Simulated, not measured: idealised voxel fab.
Process module under the name voxel capacitor over wiring
Pictured: cross-section cut, 270 nm wide, on a grid of 5 nm square cells.
When this document writes out a cross-section, it uses a grid of square cells and lists it as bands, beginning at the top and moving down, with a band standing for one or more rows of cells. Heads up on the band format: heights come first, top then bottom, in nm. After that it's the materials left to right, each with its width in nm. A single material flagged "edge to edge" fills the whole band edge to edge, and "air" means there's empty space there. Height reference: 0 = level under which incoming wafer is all one material. Lowest band: no bottom, runs on downward, e.g. "from 0 down". You'd read "30 to 40" like this: the band's top row of cells is as wide as the first number, its bottom row is as wide as the second, and going down, every row changes width by the same amount as the row before did. When a step is marked "no alterations made", none of the cells in the cross-section changed during that step. Entry "Unvented voids" = empty spaces >= 8 cells with no open way to the top; each as width x height at distance, distance from left edge, all nm. Whatever follows a step's settings on its line is a remark the simulator itself makes about that step. "overlay nm", when on a step's line for a step with a mask, measures how far to the right of its planned place the mask lay; a negative measure means to the left.

[Below is the list of planned process steps]
step 1: op RECEIVE | material Si
step 2: op CONFORMAL_DEP | material SiO2 | thk nm 15
step 3: op CONFORMAL_DEP | material SiCN | thk nm 5
step 4: op DIRECTIONAL_DEP | material lowk | thk nm 15
step 5: op PATTERN | tone open | mask id METAL_1 | material resist | width nm 25 | pitch nm 95 | thk nm 15 | overlay nm 0
step 6: op DIRECTIONAL_ETCH | etch materials lowk | depth nm 15
step 7: op DIRECTIONAL_ETCH | etch materials SiCN | depth nm 5
step 8: op STRIP | etch materials resist
step 9: op CONFORMAL_DEP | material TiN | thk nm 5
step 10: op FILL_DEP | material W | thk nm 10
step 11: op CMP | height nm 35
step 12: op EPI | material Ru | thk nm 5
step 13: op FILL_DEP | material SiCN | thk nm 5
step 14: op DIRECTIONAL_DEP | material SiO2 | thk nm 15
step 15: op MASKED_ETCH | tone open | mask id PLUG_1 | width nm 15 | etch materials SiO2 | depth nm 15 | overlay nm 0
step 16: op MASKED_ETCH | tone open | mask id PLUG_1 | width nm 15 | etch materials SiCN | depth nm 5 | overlay nm 0
step 17: op EPI | material Ru | thk nm 10
step 18: op EPI | material Ru | thk nm 10
step 19: op DIRECTIONAL_DEP | material TiN | thk nm 5
step 20: op DIRECTIONAL_DEP | material SiN | thk nm 5
step 21: op DIRECTIONAL_DEP | material TiN | thk nm 10
step 22: op MASKED_ETCH | tone cover | mask id UPPER_PLATE | width nm 75 | etch materials TiN | depth nm 10 | overlay nm 0
step 23: op MASKED_ETCH | tone cover | mask id UPPER_PLATE | width nm 75 | etch materials SiN | depth nm 5 | overlay nm 0
step 24: op DIRECTIONAL_DEP | material aC | thk nm 10
step 25: op PATTERN | tone cover | mask id LOWER_PLATE | material resist | width nm 85 | thk nm 25 | overlay nm 0
step 26: op DIRECTIONAL_ETCH | etch materials aC | depth nm 10
step 27: op STRIP | etch materials resist
step 28: op DIRECTIONAL_ETCH | etch materials TiN | depth nm 5
step 29: op STRIP | etch materials aC
step 30: op FILL_DEP | material SiO2 | thk nm 20
step 31: op CMP | height nm 95
step 32: op PATTERN | tone open | mask id PLUG_2 | material resist | width nm 15 | thk nm 20 | overlay nm 0
step 33: op DIRECTIONAL_ETCH | etch materials SiO2 | depth nm 15
step 34: op STRIP | etch materials resist
step 35: op CONFORMAL_DEP | material TiN | thk nm 5
step 36: op FILL_DEP | material W | thk nm 10
step 37: op CMP | height nm 95
step 38: op CONFORMAL_DEP | material SiCN | thk nm 5
For clarity, it should be stated that the wafers under discussion commence in an identical condition and differ with respect to the thk nm of step 20, the plan indicating the value that the first wafer had.

[First wafer of several, as received: cross-section after step 1]
	from 0 down | Si edge to edge
	Unvented voids: none

[Post step 38, the closing step of the module: first of several wafers, cross-sectioned]
	from 100 to 95 | SiCN edge to edge
	from 95 to 85 | 95 SiO2 | 5 TiN | 5 W | 5 TiN | 160 SiO2
	from 85 to 80 | 95 SiO2 | 15 TiN | 160 SiO2
	from 80 to 70 | 85 SiO2 | 75 TiN | 110 SiO2
	from 70 to 65 | 85 SiO2 | 75 SiN | 110 SiO2
	from 65 to 60 | 80 SiO2 | 85 TiN | 105 SiO2
	from 60 to 45 | 85 SiO2 | 15 Ru | 170 SiO2
	from 45 to 40 | 85 SiCN | 15 Ru | 170 SiCN
	from 40 to 35 | 70 SiCN | 35 Ru | 60 SiCN | 35 Ru | 70 SiCN
	from 35 to 20 | 75 lowk | 5 TiN | 15 W | 5 TiN | 70 lowk | 5 TiN | 15 W | 5 TiN | 75 lowk
	from 20 to 15 | 75 SiCN | 25 TiN | 70 SiCN | 25 TiN | 75 SiCN
	from 15 to 0 | SiO2 edge to edge
	from 0 down | Si edge to edge
	Unvented voids: none

[End of module: cross-section, last of several wafers]
	from 100 to 95 | SiCN edge to edge
	from 95 to 85 | 85 SiO2 | 75 TiN | 110 SiO2
	from 85 to 80 | 85 SiO2 | 75 SiN | 110 SiO2
	from 80 to 65 | SiN edge to edge
	from 65 to 60 | TiN edge to edge
	from 60 to 45 | 85 SiO2 | 15 Ru | 170 SiO2
	from 45 to 40 | 85 SiCN | 15 Ru | 170 SiCN
	from 40 to 35 | 70 SiCN | 35 Ru | 60 SiCN | 35 Ru | 70 SiCN
	from 35 to 20 | 75 lowk | 5 TiN | 15 W | 5 TiN | 70 lowk | 5 TiN | 15 W | 5 TiN | 75 lowk
	from 20 to 15 | 75 SiCN | 25 TiN | 70 SiCN | 25 TiN | 75 SiCN
	from 15 to 0 | SiO2 edge to edge
	from 0 down | Si edge to edge
	Unvented voids: none

[The following table contains a row per wafer, in which are reported, at the conclusion of the module, the cells of each material gained (+) or lost (-) since the wafer's receipt, with its closed voids given thereafter]
thk nm 5 | +26 Ru | +189 SiCN | +15 SiN | +622 SiO2 | +76 TiN | +20 W | +132 lowk | Unvented voids: none
thk nm 10 | +26 Ru | +189 SiCN | +69 SiN | +534 SiO2 | +111 TiN | +19 W | +132 lowk | Unvented voids: none
thk nm 15 | +26 Ru | +189 SiCN | +123 SiN | +483 SiO2 | +109 TiN | +18 W | +132 lowk | Unvented voids: none
thk nm 20 | +26 Ru | +189 SiCN | +177 SiN | +432 SiO2 | +106 TiN | +18 W | +132 lowk | Unvented voids: none
